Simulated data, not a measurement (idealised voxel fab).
Herein follows the process module entitled voxel gate over fins.
Square cell edge 5 nm, section width 225 nm, ID cut.
Format of a cross-section: grid, square cells. Given as bands. Order: top down. Band: one or more rows of cells.
Top, bottom (nm), then materials left to right with widths (nm); lone material tagged "everywhere" fills the whole band edge to edge; "air" = empty space.
Where do heights start? At 0: under that level the wafer as delivered is made of one material only. And the lowest band has no floor; it just carries on downward, as in "from 0 down".
The notation "30->40" denotes a width that varies across the rows of cells in the band, beginning at the first number in the top row, finishing at the second number in the bottom row, and changing by an identical amount from each row to the next.
No cell of the cross-section changed in a step that is given as "no modification".
The entry "Closed-off voids" lists the empty spaces that cover at least 8 cells and have no open path to the top. Each is written as width x height at distance, where the distance is measured from the left edge and all three values are in nm.
The remark found on a step's line after its settings is issued by the simulator itself and pertains to that step.
overlay nm, on a step with a mask: how far to the right of its planned place the mask lay; to the left if negative
Set out below are the planned steps of the process
| 1 | RECEIVE with material Si |
| 2 | CONFORMAL_DEP with material SiN, thk nm 5 |
| 3 | PATTERN with tone cover, mask id FINS, material resist, width nm 15, pitch nm 35, thk nm 15, overlay nm 0 |
| 4 | DIRECTIONAL_ETCH with etch materials SiN, depth nm 5 |
| 5 | DIRECTIONAL_ETCH with etch materials Si, depth nm 40 |
| 6 | STRIP with etch materials resist |
| 7 | OXIDIZE with depth nm 5 |
| 8 | FILL_DEP with material SiO2, thk nm 15 |
| 9 | CMP with height nm 5 |
| 10 | SELECTIVE_ETCH with etch materials SiO2, depth nm 20 |
| 11 | STRIP with etch materials SiN |
| 12 | CONFORMAL_DEP with material HfO2, thk nm 5 |
| 13 | CONFORMAL_DEP with material TiN, thk nm 5 |
| 14 | FILL_DEP with material W, thk nm 15 |
| 15 | CMP with height nm 20 |
| 16 | CONFORMAL_DEP with material SiCN, thk nm 5 |
First of the two wafers, run per plan
Cross-section, incoming material, after step 1
> from 0 down  Si everywhere
> Closed-off voids: none
The following cross-section depicts the wafer upon completion of step 2
> from 5 to 0  SiN everywhere
> Whatever lies below 0 is exactly as it was before.
The following cross-section depicts the wafer upon completion of step 3
> from 20 to 5  70 air  15 resist  20 air  15 resist  20 air  15 resist  70 air
> Whatever lies below 5 is exactly as it was before.
The following cross-section depicts the wafer upon completion of step 4
> from 20 to 5  70 air  15 resist  20 air  15 resist  20 air  15 resist  70 air
> from 5 to 0  70 air  15 SiN  20 air  15 SiN  20 air  15 SiN  70 air
> Whatever lies below 0 is exactly as it was before.
The following cross-section depicts the wafer upon completion of step 5
> from 20 to 5  70 air  15 resist  20 air  15 resist  20 air  15 resist  70 air
> from 5 to 0  70 air  15 SiN  20 air  15 SiN  20 air  15 SiN  70 air
> from 0 to -40  70 air  15 Si  20 air  15 Si  20 air  15 Si  70 air
> Whatever lies below -40 is exactly as it was before.
The following cross-section depicts the wafer upon completion of step 6
> from 5 to 0  70 air  15 SiN  20 air  15 SiN  20 air  15 SiN  70 air
> Whatever lies below 0 is exactly as it was before.
The following cross-section depicts the wafer upon completion of step 7
> from 5 to 0  70 air  15 SiN  20 air  15 SiN  20 air  15 SiN  70 air
> from 0 to -40  70 air  5 SiO2  5 Si  5 SiO2  20 air  5 SiO2  5 Si  5 SiO2  20 air  5 SiO2  5 Si  5 SiO2  70 air
> from -40 to -45  75 SiO2  5 Si  30 SiO2  5 Si  30 SiO2  5 Si  75 SiO2
> Whatever lies below -45 is exactly as it was before.
The following cross-section depicts the wafer upon completion of step 8
> from 20 to 5  SiO2 everywhere
> from 5 to 0  70 SiO2  15 SiN  20 SiO2  15 SiN  20 SiO2  15 SiN  70 SiO2
> from 0 to -45  75 SiO2  5 Si  30 SiO2  5 Si  30 SiO2  5 Si  75 SiO2
> Whatever lies below -45 is exactly as it was before.
The following cross-section depicts the wafer upon completion of step 9
> from 5 to 0  70 SiO2  15 SiN  20 SiO2  15 SiN  20 SiO2  15 SiN  70 SiO2
> Whatever lies below 0 is exactly as it was before.
The following cross-section depicts the wafer upon completion of step 10
> from 5 to 0  70 air  15 SiN  20 air  15 SiN  20 air  15 SiN  70 air
> from 0 to -15  75 air  5 Si  30 air  5 Si  30 air  5 Si  75 air
> Whatever lies below -15 is exactly as it was before.
The following cross-section depicts the wafer upon completion of step 11
> from 0 to -15  75 air  5 Si  30 air  5 Si  30 air  5 Si  75 air
> Whatever lies below -15 is exactly as it was before.
The following cross-section depicts the wafer upon completion of step 12
> from 5 to 0  70 air  15 HfO2  20 air  15 HfO2  20 air  15 HfO2  70 air
> from 0 to -10  70 air  5 HfO2  5 Si  5 HfO2  20 air  5 HfO2  5 Si  5 HfO2  20 air  5 HfO2  5 Si  5 HfO2  70 air
> from -10 to -15  75 HfO2  5 Si  30 HfO2  5 Si  30 HfO2  5 Si  75 HfO2
> Whatever lies below -15 is exactly as it was before.
The following cross-section depicts the wafer upon completion of step 13
> from 10 to 5  65 air  25 TiN  10 air  25 TiN  10 air  25 TiN  65 air
> from 5 to 0  65 air  5 TiN  15 HfO2  5 TiN  10 air  5 TiN  15 HfO2  5 TiN  10 air  5 TiN  15 HfO2  5 TiN  65 air
> from 0 to -5  65 air  5 TiN  5 HfO2  5 Si  5 HfO2  5 TiN  10 air  5 TiN  5 HfO2  5 Si  5 HfO2  5 TiN  10 air  5 TiN  5 HfO2  5 Si  5 HfO2  5 TiN  65 air
> from -5 to -10  70 TiN  5 HfO2  5 Si  5 HfO2  20 TiN  5 HfO2  5 Si  5 HfO2  20 TiN  5 HfO2  5 Si  5 HfO2  70 TiN
> Whatever lies below -10 is exactly as it was before.
The following cross-section depicts the wafer upon completion of step 14
> from 25 to 10  W everywhere
> from 10 to 5  65 W  25 TiN  10 W  25 TiN  10 W  25 TiN  65 W
> from 5 to 0  65 W  5 TiN  15 HfO2  5 TiN  10 W  5 TiN  15 HfO2  5 TiN  10 W  5 TiN  15 HfO2  5 TiN  65 W
> from 0 to -5  65 W  5 TiN  5 HfO2  5 Si  5 HfO2  5 TiN  10 W  5 TiN  5 HfO2  5 Si  5 HfO2  5 TiN  10 W  5 TiN  5 HfO2  5 Si  5 HfO2  5 TiN  65 W
> Whatever lies below -5 is exactly as it was before.
The following cross-section depicts the wafer upon completion of step 15
> from 20 to 10  W everywhere
> Whatever lies below 10 is exactly as it was before.
The following cross-section depicts the wafer upon completion of step 16
> from 25 to 20  SiCN everywhere
> Whatever lies below 20 is exactly as it was before.
For the second wafer, take the first wafer's start and plan, then add one mistake made in running it; everything through step 2, that step included, is shared with the first
Cross-section of the second wafer at the time by which step 3 should have been completed according to the plan
> from 20 to 5  60 air  15 resist  20 air  15 resist  20 air  15 resist  80 air
> Whatever lies below 5 is exactly as it was before.
Cross-section of the second wafer at the time by which step 4 should have been completed according to the plan
> from 20 to 5  60 air  15 resist  20 air  15 resist  20 air  15 resist  80 air
> from 5 to 0  60 air  15 SiN  20 air  15 SiN  20 air  15 SiN  80 air
> Whatever lies below 0 is exactly as it was before.
Cross-section of the second wafer at the time by which step 5 should have been completed according to the plan
> from 20 to 5  60 air  15 resist  20 air  15 resist  20 air  15 resist  80 air
> from 5 to 0  60 air  15 SiN  20 air  15 SiN  20 air  15 SiN  80 air
> from 0 to -40  60 air  15 Si  20 air  15 Si  20 air  15 Si  80 air
> Whatever lies below -40 is exactly as it was before.
Cross-section of the second wafer at the time by which step 6 should have been completed according to the plan
> from 5 to 0  60 air  15 SiN  20 air  15 SiN  20 air  15 SiN  80 air
> Whatever lies below 0 is exactly as it was before.
Cross-section of the second wafer at the time by which step 7 should have been completed according to the plan
> from 5 to 0  60 air  15 SiN  20 air  15 SiN  20 air  15 SiN  80 air
> from 0 to -40  60 air  5 SiO2  5 Si  5 SiO2  20 air  5 SiO2  5 Si  5 SiO2  20 air  5 SiO2  5 Si  5 SiO2  80 air
> from -40 to -45  65 SiO2  5 Si  30 SiO2  5 Si  30 SiO2  5 Si  85 SiO2
> Whatever lies below -45 is exactly as it was before.
Cross-section of the second wafer at the time by which step 8 should have been completed according to the plan
> from 20 to 5  SiO2 everywhere
> from 5 to 0  60 SiO2  15 SiN  20 SiO2  15 SiN  20 SiO2  15 SiN  80 SiO2
> from 0 to -45  65 SiO2  5 Si  30 SiO2  5 Si  30 SiO2  5 Si  85 SiO2
> Whatever lies below -45 is exactly as it was before.
Cross-section of the second wafer at the time by which step 9 should have been completed according to the plan
> from 5 to 0  60 SiO2  15 SiN  20 SiO2  15 SiN  20 SiO2  15 SiN  80 SiO2
> Whatever lies below 0 is exactly as it was before.
Cross-section of the second wafer at the time by which step 10 should have been completed according to the plan
> from 5 to 0  60 air  15 SiN  20 air  15 SiN  20 air  15 SiN  80 air
> from 0 to -15  65 air  5 Si  30 air  5 Si  30 air  5 Si  85 air
> Whatever lies below -15 is exactly as it was before.
Cross-section of the second wafer at the time by which step 11 should have been completed according to the plan
> from 0 to -15  65 air  5 Si  30 air  5 Si  30 air  5 Si  85 air
> Whatever lies below -15 is exactly as it was before.
Cross-section of the second wafer at the time by which step 12 should have been completed according to the plan
> from 5 to 0  60 air  15 HfO2  20 air  15 HfO2  20 air  15 HfO2  80 air
> from 0 to -10  60 air  5 HfO2  5 Si  5 HfO2  20 air  5 HfO2  5 Si  5 HfO2  20 air  5 HfO2  5 Si  5 HfO2  80 air
> from -10 to -15  65 HfO2  5 Si  30 HfO2  5 Si  30 HfO2  5 Si  85 HfO2
> Whatever lies below -15 is exactly as it was before.
Cross-section of the second wafer at the time by which step 13 should have been completed according to the plan
> from 10 to 5  55 air  25 TiN  10 air  25 TiN  10 air  25 TiN  75 air
> from 5 to 0  55 air  5 TiN  15 HfO2  5 TiN  10 air  5 TiN  15 HfO2  5 TiN  10 air  5 TiN  15 HfO2  5 TiN  75 air
> from 0 to -5  55 air  5 TiN  5 HfO2  5 Si  5 HfO2  5 TiN  10 air  5 TiN  5 HfO2  5 Si  5 HfO2  5 TiN  10 air  5 TiN  5 HfO2  5 Si  5 HfO2  5 TiN  75 air
> from -5 to -10  60 TiN  5 HfO2  5 Si  5 HfO2  20 TiN  5 HfO2  5 Si  5 HfO2  20 TiN  5 HfO2  5 Si  5 HfO2  80 TiN
> Whatever lies below -10 is exactly as it was before.
Cross-section of the second wafer at the time by which step 14 should have been completed according to the plan
> from 25 to 10  W everywhere
> from 10 to 5  55 W  25 TiN  10 W  25 TiN  10 W  25 TiN  75 W
> from 5 to 0  55 W  5 TiN  15 HfO2  5 TiN  10 W  5 TiN  15 HfO2  5 TiN  10 W  5 TiN  15 HfO2  5 TiN  75 W
> from 0 to -5  55 W  5 TiN  5 HfO2  5 Si  5 HfO2  5 TiN  10 W  5 TiN  5 HfO2  5 Si  5 HfO2  5 TiN  10 W  5 TiN  5 HfO2  5 Si  5 HfO2  5 TiN  75 W
> Whatever lies below -5 is exactly as it was before.
Cross-section of the second wafer at the time by which step 15 should have been completed according to the plan
> from 20 to 10  W everywhere
> Whatever lies below 10 is exactly as it was before.
Cross-section of the second wafer at the time by which step 16 should have been completed according to the plan
> from 25 to 20  SiCN everywhere
> Whatever lies below 20 is exactly as it was before.
Heads up, the wafer didn't run the way we planned it: so step 3 ended up running with a different setting than we planned, it ran as PATTERN with tone cover, mask id FINS, material resist, width nm 15, pitch nm 35, thk nm 15, overlay nm -10
At the end, each material covers as many cells on the second wafer as it does on the first, though the cells it covers are elsewhere.
